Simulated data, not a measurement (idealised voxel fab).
Process module name: voxel self aligned vias
This is section cut - it's 300 nm across, gridded in 5 nm square cells.
Bands, listed from the top down, are how a cross-section gets written in this document; the cross-section itself is a grid of square cells, and a band is one or more rows of them.
Top height, bottom height, nm. Materials left to right, width each, nm. Single material + "all across" = fills band edge to edge. "air" = empty.
Heights from 0 (as-received wafer is one material below). Bottom band endless downward, as "0 and below".
With a width like "30 to 40", each row of cells in the band differs from the next by the same amount, the top row carrying the first number and the bottom row the second.
"everything unchanged" for a step: no cell of the cross-section changed in that step.
"Closed void table" lists enclosed empty spaces (at least 8 cells, no open path upward to the top), each as width x height at distance from the left edge, in nm.
Whatever follows a step's settings on its line is a remark the simulator itself makes about that step.
overlay nm: step with mask; distance mask lay right of planned place; negative value = left of planned place.
Here's what the planned process steps look like
| 1 | RECEIVE (material Si) |
| 2 | CONFORMAL_DEP (material SiO2; thk nm 15) |
| 3 | CONFORMAL_DEP (material SiCN; thk nm 5) |
| 4 | DIRECTIONAL_DEP (material lowk; thk nm 30) |
| 5 | MASKED_ETCH (tone open; mask id LINES; width nm 20; pitch nm 65; etch materials lowk; depth nm 30; overlay nm 0) |
| 6 | CONFORMAL_DEP (material TiN; thk nm 5) |
| 7 | FILL_DEP (material W; thk nm 10) |
| 8 | CMP (height nm 50) |
| 9 | SELECTIVE_ETCH (etch materials W Ru TiN; depth nm 5) |
| 10 | FILL_DEP (material SiN; thk nm 10) |
| 11 | CMP (height nm 50) |
| 12 | DIRECTIONAL_DEP (material lowk; thk nm 15) |
| 13 | PATTERN (tone open; mask id VIAS; material resist; width nm 40; pitch nm 65; thk nm 15; overlay nm 0) |
| 14 | DIRECTIONAL_ETCH (etch materials lowk; depth nm 15) |
| 15 | DIRECTIONAL_ETCH (etch materials SiN; depth nm 5) |
| 16 | STRIP (etch materials resist) |
| 17 | CONFORMAL_DEP (material TiN; thk nm 5) |
| 18 | FILL_DEP (material Cu; thk nm 10) |
| 19 | CMP (height nm 65) |
| 20 | CONFORMAL_DEP (material SiN; thk nm 5) |
As-received wafer cross-section (after step 1)
> 0 and below = Si all across
> Closed void table: none
Cross-section taken at module completion on the first of two wafers; processed per the plan
> 70 down to 65 = SiN all across
> 65 down to 55 = lowk=65; TiN=5; Cu=30; TiN=5; lowk=25; TiN=5; Cu=30; TiN=5; lowk=25; TiN=5; Cu=30; TiN=5; lowk=65
> 55 down to 50 = lowk=65; TiN=15; Cu=10; TiN=15; lowk=25; TiN=15; Cu=10; TiN=15; lowk=25; TiN=15; Cu=10; TiN=15; lowk=65
> 50 down to 45 = lowk=75; TiN=20; lowk=45; TiN=20; lowk=45; TiN=20; lowk=75
> 45 down to 25 = lowk=75; TiN=5; W=10; TiN=5; lowk=45; TiN=5; W=10; TiN=5; lowk=45; TiN=5; W=10; TiN=5; lowk=75
> 25 down to 20 = lowk=75; TiN=20; lowk=45; TiN=20; lowk=45; TiN=20; lowk=75
> 20 down to 15 = SiCN all across
> 15 down to 0 = SiO2 all across
> 0 and below = Si all across
> Closed void table: none
This is the second of the two wafers, cross-sectioned at the end of the module; it started exactly like the first and was given the same plan, but it was run with one mistake
> 70 down to 65 = SiN all across
> 65 down to 55 = lowk=65; TiN=5; Cu=30; TiN=5; lowk=25; TiN=5; Cu=30; TiN=5; lowk=25; TiN=5; Cu=30; TiN=5; lowk=65
> 55 down to 50 = lowk=65; TiN=40; lowk=25; TiN=40; lowk=25; TiN=40; lowk=65
> 50 down to 45 = SiCN all across
> 45 down to 15 = lowk all across
> 15 down to 0 = SiO2 all across
> 0 and below = Si all across
> Closed void table: none
Finding, execution versus plan: step 4 occupied the plan position of step 3, and the converse holds as well
At the finish, the second wafer shows more or fewer cells for some materials than the first does: -6 Cu, -42 TiN, -24 W, +72 lowk
